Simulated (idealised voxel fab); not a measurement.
Proc. module: voxel air gaps
cross-section cut | 235 nm wide | cells 5 nm
Think of the cross-section as a grid of square cells. We describe it in bands, top to bottom, and each band covers one or more rows of those cells.
In this notation a band is specified by the heights of its top and bottom, in that order and in nm, after which its materials appear from left to right, each paired with its width in nm. The word "edge to edge" attached to a single material means that material fills the band from edge to edge; the word "empty" stands for empty space.
Heights are reckoned from 0. Under this level, the received wafer is all of one material. The bottommost band is open-ended downward, for example "top 0, no bottom".
Top row gets the first number, bottom row gets the second, and each row in between changes by the same step: that is how a band width like "30..40" works.
What does "nothing different" mean for a step? It means no cell of the cross-section changed in that step.
The list in "Sealed void list" covers empty spaces of 8 cells or more that cannot reach the top through any open way, and it gives each as width x height at distance; the distance is from the left edge, and width, height and distance are in nm.
Formally, on a step line, whatever follows the settings is a remark that the simulator itself makes on the step.
overlay nm, on a step with a mask: how far to the right of its planned place the mask lay; to the left if negative
## Process steps (planned)
1 RECEIVE with material Si
2 CONFORMAL_DEP with material SiO2, thk nm 10
3 CONFORMAL_DEP with material SiN, thk nm 5
4 DIRECTIONAL_DEP with material SiO2, thk nm 40
5 DIRECTIONAL_DEP with material aC, thk nm 15
6 PATTERN with tone open, mask id LINES, material resist, width nm 25, pitch nm 55, thk nm 30, overlay nm 0
7 DIRECTIONAL_ETCH with etch materials aC, depth nm 15
8 STRIP with etch materials resist
9 DIRECTIONAL_ETCH with etch materials SiO2, depth nm 40
10 STRIP with etch materials aC
11 CONFORMAL_DEP with material TiN, thk nm 5
12 FILL_DEP with material Cu, thk nm 5
13 CMP with height nm 55
14 EPI with material Ru, thk nm 10
15 SELECTIVE_ETCH with etch materials SiO2, depth nm 50
16 CONFORMAL_DEP with material SiCN, thk nm 5
## Below: the first of two wafers, run as planned
## Wafer as received: cross-section following step 1
    top 0, no bottom | Si edge to edge
    Sealed void list: none
## Step 2 done - wafer cross-section
    top 10, bottom 0 | SiO2 edge to edge
    Anything lower than 0 is untouched.
## Step 3 done - wafer cross-section
    top 15, bottom 10 | SiN edge to edge
    Anything lower than 10 is untouched.
## Step 4 done - wafer cross-section
    top 55, bottom 15 | SiO2 edge to edge
    Anything lower than 15 is untouched.
## Step 5 done - wafer cross-section
    top 70, bottom 55 | aC edge to edge
    Anything lower than 55 is untouched.
## Step 6 done - wafer cross-section
    top 100, bottom 70 | resist 20, empty 25, resist 30, empty 25, resist 30, empty 25, resist 30, empty 25, resist 25
    Anything lower than 70 is untouched.
## Step 7 done - wafer cross-section
    top 85, bottom 70 | resist 20, empty 25, resist 30, empty 25, resist 30, empty 25, resist 30, empty 25, resist 25
    top 70, bottom 55 | aC 20, empty 25, aC 30, empty 25, aC 30, empty 25, aC 30, empty 25, aC 25
    Anything lower than 55 is untouched.
## Step 8 done - wafer cross-section
    top 70, bottom 55 | aC 20, empty 25, aC 30, empty 25, aC 30, empty 25, aC 30, empty 25, aC 25
    Anything lower than 55 is untouched.
## Step 9 done - wafer cross-section
    top 70, bottom 55 | aC 20, empty 25, aC 30, empty 25, aC 30, empty 25, aC 30, empty 25, aC 25
    top 55, bottom 15 | SiO2 20, empty 25, SiO2 30, empty 25, SiO2 30, empty 25, SiO2 30, empty 25, SiO2 25
    Anything lower than 15 is untouched.
## Step 10 done - wafer cross-section
    top 55, bottom 15 | SiO2 20, empty 25, SiO2 30, empty 25, SiO2 30, empty 25, SiO2 30, empty 25, SiO2 25
    Anything lower than 15 is untouched.
## Step 11 done - wafer cross-section
    top 60, bottom 55 | TiN 25, empty 15, TiN 40, empty 15, TiN 40, empty 15, TiN 40, empty 15, TiN 30
    top 55, bottom 20 | SiO2 20, TiN 5, empty 15, TiN 5, SiO2 30, TiN 5, empty 15, TiN 5, SiO2 30, TiN 5, empty 15, TiN 5, SiO2 30, TiN 5, empty 15, TiN 5, SiO2 25
    top 20, bottom 15 | SiO2 20, TiN 25, SiO2 30, TiN 25, SiO2 30, TiN 25, SiO2 30, TiN 25, SiO2 25
    Anything lower than 15 is untouched.
## Step 12 done - wafer cross-section
    top 65, bottom 60 | Cu edge to edge
    top 60, bottom 55 | TiN 25, Cu 15, TiN 40, Cu 15, TiN 40, Cu 15, TiN 40, Cu 15, TiN 30
    top 55, bottom 20 | SiO2 20, TiN 5, Cu 15, TiN 5, SiO2 30, TiN 5, Cu 15, TiN 5, SiO2 30, TiN 5, Cu 15, TiN 5, SiO2 30, TiN 5, Cu 15, TiN 5, SiO2 25
    Anything lower than 20 is untouched.
## Step 13 done - wafer cross-section
    top 55, bottom 20 | SiO2 20, TiN 5, Cu 15, TiN 5, SiO2 30, TiN 5, Cu 15, TiN 5, SiO2 30, TiN 5, Cu 15, TiN 5, SiO2 30, TiN 5, Cu 15, TiN 5, SiO2 25
    Anything lower than 20 is untouched.
## Step 14 done - wafer cross-section
    top 65, bottom 55 | empty 10, Ru 45, empty 10, Ru 45, empty 10, Ru 45, empty 10, Ru 45, empty 15
    Anything lower than 55 is untouched.
## Step 15 done - wafer cross-section
    top 65, bottom 55 | empty 10, Ru 45, empty 10, Ru 45, empty 10, Ru 45, empty 10, Ru 45, empty 15
    top 55, bottom 20 | empty 20, TiN 5, Cu 15, TiN 5, empty 30, TiN 5, Cu 15, TiN 5, empty 30, TiN 5, Cu 15, TiN 5, empty 30, TiN 5, Cu 15, TiN 5, empty 25
    top 20, bottom 15 | empty 20, TiN 25, empty 30, TiN 25, empty 30, TiN 25, empty 30, TiN 25, empty 25
    Anything lower than 15 is untouched.
## Step 16 done - wafer cross-section
    top 70, bottom 65 | empty 5, SiCN 220, empty 10
    top 65, bottom 55 | empty 5, SiCN 5, Ru 45, SiCN 10, Ru 45, SiCN 10, Ru 45, SiCN 10, Ru 45, SiCN 5, empty 10
    top 55, bottom 50 | empty 5, SiCN 15, TiN 5, Cu 15, TiN 5, SiCN 30, TiN 5, Cu 15, TiN 5, SiCN 30, TiN 5, Cu 15, TiN 5, SiCN 30, TiN 5, Cu 15, TiN 5, SiCN 15, empty 10
    top 50, bottom 20 | empty 15, SiCN 5, TiN 5, Cu 15, TiN 5, SiCN 5, empty 20, SiCN 5, TiN 5, Cu 15, TiN 5, SiCN 5, empty 20, SiCN 5, TiN 5, Cu 15, TiN 5, SiCN 5, empty 20, SiCN 5, TiN 5, Cu 15, TiN 5, SiCN 5, empty 20
    top 20, bottom 15 | SiCN 20, TiN 25, SiCN 30, TiN 25, SiCN 30, TiN 25, SiCN 30, TiN 25, SiCN 25
    Anything lower than 15 is untouched.
    Sealed void list: 20 x 30 at 50; 20 x 30 at 105; 20 x 30 at 160
## Second wafer, same starting conditions and recipe as the first, one mistake in executing it, nothing differs from the first up to and including step 5
## What the second wafer looks like in cross-section when step 6 should have wrapped up
    top 100, bottom 70 | resist 25, empty 25, resist 30, empty 25, resist 30, empty 25, resist 30, empty 25, resist 20
    Anything lower than 70 is untouched.
## What the second wafer looks like in cross-section when step 7 should have wrapped up
    top 85, bottom 70 | resist 25, empty 25, resist 30, empty 25, resist 30, empty 25, resist 30, empty 25, resist 20
    top 70, bottom 55 | aC 25, empty 25, aC 30, empty 25, aC 30, empty 25, aC 30, empty 25, aC 20
    Anything lower than 55 is untouched.
## What the second wafer looks like in cross-section when step 8 should have wrapped up
    top 70, bottom 55 | aC 25, empty 25, aC 30, empty 25, aC 30, empty 25, aC 30, empty 25, aC 20
    Anything lower than 55 is untouched.
## What the second wafer looks like in cross-section when step 9 should have wrapped up
    top 70, bottom 55 | aC 25, empty 25, aC 30, empty 25, aC 30, empty 25, aC 30, empty 25, aC 20
    top 55, bottom 15 | SiO2 25, empty 25, SiO2 30, empty 25, SiO2 30, empty 25, SiO2 30, empty 25, SiO2 20
    Anything lower than 15 is untouched.
## What the second wafer looks like in cross-section when step 10 should have wrapped up
    top 55, bottom 15 | SiO2 25, empty 25, SiO2 30, empty 25, SiO2 30, empty 25, SiO2 30, empty 25, SiO2 20
    Anything lower than 15 is untouched.
## What the second wafer looks like in cross-section when step 11 should have wrapped up
    top 60, bottom 55 | TiN 30, empty 15, TiN 40, empty 15, TiN 40, empty 15, TiN 40, empty 15, TiN 25
    top 55, bottom 20 | SiO2 25, TiN 5, empty 15, TiN 5, SiO2 30, TiN 5, empty 15, TiN 5, SiO2 30, TiN 5, empty 15, TiN 5, SiO2 30, TiN 5, empty 15, TiN 5, SiO2 20
    top 20, bottom 15 | SiO2 25, TiN 25, SiO2 30, TiN 25, SiO2 30, TiN 25, SiO2 30, TiN 25, SiO2 20
    Anything lower than 15 is untouched.
## What the second wafer looks like in cross-section when step 12 should have wrapped up
    top 65, bottom 60 | Cu edge to edge
    top 60, bottom 55 | TiN 30, Cu 15, TiN 40, Cu 15, TiN 40, Cu 15, TiN 40, Cu 15, TiN 25
    top 55, bottom 20 | SiO2 25, TiN 5, Cu 15, TiN 5, SiO2 30, TiN 5, Cu 15, TiN 5, SiO2 30, TiN 5, Cu 15, TiN 5, SiO2 30, TiN 5, Cu 15, TiN 5, SiO2 20
    Anything lower than 20 is untouched.
## What the second wafer looks like in cross-section when step 13 should have wrapped up
    top 55, bottom 20 | SiO2 25, TiN 5, Cu 15, TiN 5, SiO2 30, TiN 5, Cu 15, TiN 5, SiO2 30, TiN 5, Cu 15, TiN 5, SiO2 30, TiN 5, Cu 15, TiN 5, SiO2 20
    Anything lower than 20 is untouched.
## What the second wafer looks like in cross-section when step 14 should have wrapped up
    top 65, bottom 55 | empty 15, Ru 45, empty 10, Ru 45, empty 10, Ru 45, empty 10, Ru 45, empty 10
    Anything lower than 55 is untouched.
## What the second wafer looks like in cross-section when step 15 should have wrapped up
    top 65, bottom 55 | empty 15, Ru 45, empty 10, Ru 45, empty 10, Ru 45, empty 10, Ru 45, empty 10
    top 55, bottom 20 | empty 25, TiN 5, Cu 15, TiN 5, empty 30, TiN 5, Cu 15, TiN 5, empty 30, TiN 5, Cu 15, TiN 5, empty 30, TiN 5, Cu 15, TiN 5, empty 20
    top 20, bottom 15 | empty 25, TiN 25, empty 30, TiN 25, empty 30, TiN 25, empty 30, TiN 25, empty 20
    Anything lower than 15 is untouched.
## What the second wafer looks like in cross-section when step 16 should have wrapped up
    top 70, bottom 65 | empty 10, SiCN 220, empty 5
    top 65, bottom 55 | empty 10, SiCN 5, Ru 45, SiCN 10, Ru 45, SiCN 10, Ru 45, SiCN 10, Ru 45, SiCN 5, empty 5
    top 55, bottom 50 | empty 10, SiCN 15, TiN 5, Cu 15, TiN 5, SiCN 30, TiN 5, Cu 15, TiN 5, SiCN 30, TiN 5, Cu 15, TiN 5, SiCN 30, TiN 5, Cu 15, TiN 5, SiCN 15, empty 5
    top 50, bottom 20 | empty 20, SiCN 5, TiN 5, Cu 15, TiN 5, SiCN 5, empty 20, SiCN 5, TiN 5, Cu 15, TiN 5, SiCN 5, empty 20, SiCN 5, TiN 5, Cu 15, TiN 5, SiCN 5, empty 20, SiCN 5, TiN 5, Cu 15, TiN 5, SiCN 5, empty 15
    top 20, bottom 15 | SiCN 25, TiN 25, SiCN 30, TiN 25, SiCN 30, TiN 25, SiCN 30, TiN 25, SiCN 20
    Anything lower than 15 is untouched.
    Sealed void list: 20 x 30 at 55; 20 x 30 at 110; 20 x 30 at 165
Diagnosis: step 6, actual vs plan mismatch, actual run PATTERN with tone open, mask id LINES, material resist, width nm 25, pitch nm 55, thk nm 30, overlay nm 5
So at the finish, the second wafer's got exactly as many cells of each material as the first, just not in the same spots.
